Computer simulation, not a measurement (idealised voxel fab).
Herein follows the process module entitled voxel self aligned contacts.
Shown is cross-section cut, with a width of 150 nm and square cells of size 5 nm.
Reading order for cross-sections: top band down to bottom band. Underlying form: a grid of square cells. Band size: one or more rows of cells.
Each band's line starts with the height of the band's top and of its bottom, in nm. Then come its materials from left to right, each with its width in nm. One material with "throughout" fills the band from edge to edge. "blank" is empty space.
The reference from which all heights are counted is 0, the level beneath which the as-received wafer is entirely one material; the lowest band, having no lower bound, proceeds downward and is written after the example "z 0 and below".
Read "30..40" as a graded width: first number on top, second number at the bottom, same change between each pair of neighbouring rows.
"same as before" means the step left every cell of the cross-section as it was.
Closed-off voids of 8+ cells (no open route to the top) go in "Listed closed voids", written width x height at distance from the left edge, in nm.
On a step's line, text after the settings is the simulator commenting on that step.
On any step carrying a mask, the "overlay nm" setting, if present on the step's line, tells how far right of its planned place the mask lay; negative values point to the left.

Planned process steps:
1 op RECEIVE | material Si
2 op OXIDIZE | depth nm 5
3 op DIRECTIONAL_DEP | material polySi | thk nm 20
4 op DIRECTIONAL_DEP | material SiN | thk nm 20
5 op MASKED_ETCH | tone cover | mask id GATE | width nm 35 | pitch nm 80 | etch materials SiN | depth nm 20 | overlay nm 0
6 op MASKED_ETCH | tone cover | mask id GATE | width nm 35 | pitch nm 80 | etch materials polySi | depth nm 20 | overlay nm 0
7 op CONFORMAL_DEP | material SiN | thk nm 10
8 op DIRECTIONAL_ETCH | etch materials SiN | depth nm 10
9 op FILL_DEP | material SiO2 | thk nm 10
10 op CMP | height nm 45
11 op DIRECTIONAL_DEP | material aC | thk nm 10
12 op PATTERN | tone open | mask id CONTACT | material resist | width nm 65 | thk nm 30 | overlay nm 0
13 op DIRECTIONAL_ETCH | etch materials aC | depth nm 10
14 op STRIP | etch materials resist
15 op DIRECTIONAL_ETCH | etch materials SiO2 | depth nm 50
16 op STRIP | etch materials aC
17 op CONFORMAL_DEP | material TiN | thk nm 5
18 op FILL_DEP | material W | thk nm 10
19 op CMP | height nm 45
20 op CONFORMAL_DEP | material SiN | thk nm 5

Incoming wafer in cross-section (state: after step 1):
    z 0 and below = Si throughout
    Listed closed voids: none

First of two wafers at the end of the module, shown in cross-section; run carried out as planned:
    z 50 to 45 = SiN throughout
    z 45 to 40 = 40 SiO2, 25 TiN, 15 W, 25 TiN, 45 SiO2
    z 40 to 20 = 5 SiO2, 55 SiN, 5 TiN, 15 W, 5 TiN, 55 SiN, 10 SiO2
    z 20 to 0 = 5 SiO2, 10 SiN, 35 polySi, 10 SiN, 5 TiN, 15 W, 5 TiN, 10 SiN, 35 polySi, 10 SiN, 10 SiO2
    z 0 to -5 = 60 SiO2, 25 TiN, 65 SiO2
    z -5 and below = Si throughout
    Listed closed voids: none

Cross-section at end of module for the second wafer of two, which matched the first in starting point and plan and differed by one mistake in its processing:
    z 50 to 45 = SiN throughout
    z 45 to 40 = 45 SiO2, 20 TiN, 15 W, 30 TiN, 40 SiO2
    z 40 to 20 = 5 SiO2, 55 SiN, 5 TiN, 15 W, 5 TiN, 55 SiN, 10 SiO2
    z 20 to 0 = 5 SiO2, 10 SiN, 35 polySi, 10 SiN, 5 TiN, 15 W, 5 TiN, 10 SiN, 35 polySi, 10 SiN, 10 SiO2
    z 0 to -5 = 60 SiO2, 25 TiN, 65 SiO2
    z -5 and below = Si throughout
    Listed closed voids: none
Plan not followed: not per plan at step 12, really ran op PATTERN | tone open | mask id CONTACT | material resist | width nm 65 | thk nm 30 | overlay nm 5
Both wafers, final: cells per material equal; arrangement not.
